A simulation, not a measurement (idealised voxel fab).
The process module that follows is named voxel trench capacitor.
The cross-section shown here is cut; it is 205 nm wide and divided into square cells measuring 5 nm on a side.
Reading order for cross-sections: top band down to bottom band. Underlying form: a grid of square cells. Band size: one or more rows of cells. Band: top and bottom heights (nm) first, top before bottom; then materials from left to right, widths in nm. "full width" marks a sole material filling the band edge to edge. "blank" denotes empty space. Beneath 0, the wafer as received is one material, and that level is where height counting begins. The lowest band goes on downward without a bottom; it is written like "z 0 and below". It should be noted that a width expressed as "30..40" varies in equal increments from row to row of cells within the band, taking the value of the first number at the top row and that of the second number at the bottom row. A step reported as "no modifications" is a step in which no cell of the cross-section changed. Empty spaces without an open route to the top, at least 8 cells in extent, make up the entry "Closed void register"; each is given as width x height at distance, where the distance is measured from the left edge, and all are in nm. Read whatever lies past the settings on a step's line as the simulator's own remark about the step. "overlay nm" answers the question of how far to the right of plan the mask lay on a step that has a mask, and when it is negative the answer is to the left.

The process steps that were planned are listed below:
1. RECEIVE: material Si
2. CONFORMAL_DEP: material SiN, thk nm 5
3. DIRECTIONAL_DEP: material aC, thk nm 10
4. PATTERN: tone open, mask id TRENCH, material resist, width nm 20, pitch nm 50, thk nm 30, overlay nm 0
5. DIRECTIONAL_ETCH: etch materials aC, depth nm 10
6. STRIP: etch materials resist
7. DIRECTIONAL_ETCH: etch materials SiN, depth nm 5
8. DIRECTIONAL_ETCH: etch materials Si, depth nm 25
9. STRIP: etch materials aC
10. CONFORMAL_DEP: material Al2O3, thk nm 5
11. FILL_DEP: material polySi, thk nm 5
12. CMP: height nm 5

Run as planned: first of two wafers:

Delivered wafer in cross-section: state after step 1:
    z 0 and below = Si full width
    Closed void register: none

After step 2, in cross-section:
    z 5 to 0 = SiN full width
    Everything below 0 is unchanged.

After step 3, in cross-section:
    z 15 to 5 = aC full width
    Everything below 5 is unchanged.

After step 4, in cross-section:
    z 45 to 15 = resist=65, then blank=20, then resist=30, then blank=20, then resist=70
    Everything below 15 is unchanged.

After step 5, in cross-section:
    z 35 to 15 = resist=65, then blank=20, then resist=30, then blank=20, then resist=70
    z 15 to 5 = aC=65, then blank=20, then aC=30, then blank=20, then aC=70
    Everything below 5 is unchanged.

After step 6, in cross-section:
    z 15 to 5 = aC=65, then blank=20, then aC=30, then blank=20, then aC=70
    Everything below 5 is unchanged.

After step 7, in cross-section:
    z 15 to 5 = aC=65, then blank=20, then aC=30, then blank=20, then aC=70
    z 5 to 0 = SiN=65, then blank=20, then SiN=30, then blank=20, then SiN=70
    Everything below 0 is unchanged.

After step 8, in cross-section:
    z 15 to 5 = aC=65, then blank=20, then aC=30, then blank=20, then aC=70
    z 5 to 0 = SiN=65, then blank=20, then SiN=30, then blank=20, then SiN=70
    z 0 to -25 = Si=65, then blank=20, then Si=30, then blank=20, then Si=70
    Everything below -25 is unchanged.

After step 9, in cross-section:
    z 5 to 0 = SiN=65, then blank=20, then SiN=30, then blank=20, then SiN=70
    Everything below 0 is unchanged.

After step 10, in cross-section:
    z 10 to 5 = Al2O3=70, then blank=10, then Al2O3=40, then blank=10, then Al2O3=75
    z 5 to 0 = SiN=65, then Al2O3=5, then blank=10, then Al2O3=5, then SiN=30, then Al2O3=5, then blank=10, then Al2O3=5, then SiN=70
    z 0 to -20 = Si=65, then Al2O3=5, then blank=10, then Al2O3=5, then Si=30, then Al2O3=5, then blank=10, then Al2O3=5, then Si=70
    z -20 to -25 = Si=65, then Al2O3=20, then Si=30, then Al2O3=20, then Si=70
    Everything below -25 is unchanged.

After step 11, in cross-section:
    z 15 to 10 = polySi full width
    z 10 to 5 = Al2O3=70, then polySi=10, then Al2O3=40, then polySi=10, then Al2O3=75
    z 5 to 0 = SiN=65, then Al2O3=5, then polySi=10, then Al2O3=5, then SiN=30, then Al2O3=5, then polySi=10, then Al2O3=5, then SiN=70
    z 0 to -20 = Si=65, then Al2O3=5, then polySi=10, then Al2O3=5, then Si=30, then Al2O3=5, then polySi=10, then Al2O3=5, then Si=70
    Everything below -20 is unchanged.

After step 12, in cross-section:
    z 5 to 0 = SiN=65, then Al2O3=5, then polySi=10, then Al2O3=5, then SiN=30, then Al2O3=5, then polySi=10, then Al2O3=5, then SiN=70
    Everything below 0 is unchanged.

Second of two: same start, same plan, one run error; steps up to and including 7 match the first:

Second wafer, cut view, end of step 8 per plan:
    z 15 to 5 = aC=65, then blank=20, then aC=30, then blank=20, then aC=70
    z 5 to 0 = SiN=65, then blank=20, then SiN=30, then blank=20, then SiN=70
    z 0 to -50 = Si=65, then blank=20, then Si=30, then blank=20, then Si=70
    Everything below -50 is unchanged.

Second wafer, cut view, end of step 9 per plan:
    z 5 to 0 = SiN=65, then blank=20, then SiN=30, then blank=20, then SiN=70
    Everything below 0 is unchanged.

Second wafer, cut view, end of step 10 per plan:
    z 10 to 5 = Al2O3=70, then blank=10, then Al2O3=40, then blank=10, then Al2O3=75
    z 5 to 0 = SiN=65, then Al2O3=5, then blank=10, then Al2O3=5, then SiN=30, then Al2O3=5, then blank=10, then Al2O3=5, then SiN=70
    z 0 to -45 = Si=65, then Al2O3=5, then blank=10, then Al2O3=5, then Si=30, then Al2O3=5, then blank=10, then Al2O3=5, then Si=70
    z -45 to -50 = Si=65, then Al2O3=20, then Si=30, then Al2O3=20, then Si=70
    Everything below -50 is unchanged.

Second wafer, cut view, end of step 11 per plan:
    z 15 to 10 = polySi full width
    z 10 to 5 = Al2O3=70, then polySi=10, then Al2O3=40, then polySi=10, then Al2O3=75
    z 5 to 0 = SiN=65, then Al2O3=5, then polySi=10, then Al2O3=5, then SiN=30, then Al2O3=5, then polySi=10, then Al2O3=5, then SiN=70
    z 0 to -45 = Si=65, then Al2O3=5, then polySi=10, then Al2O3=5, then Si=30, then Al2O3=5, then polySi=10, then Al2O3=5, then Si=70
    Everything below -45 is unchanged.

Second wafer, cut view, end of step 12 per plan:
    z 5 to 0 = SiN=65, then Al2O3=5, then polySi=10, then Al2O3=5, then SiN=30, then Al2O3=5, then polySi=10, then Al2O3=5, then SiN=70
    Everything below 0 is unchanged.
What was the processing mistake? the plan's step 8 ran twice
In the final state, the cell counts of the second wafer exceed or fall short of those of the first for the following materials: +20 Al2O3 | -40 Si | +20 polySi
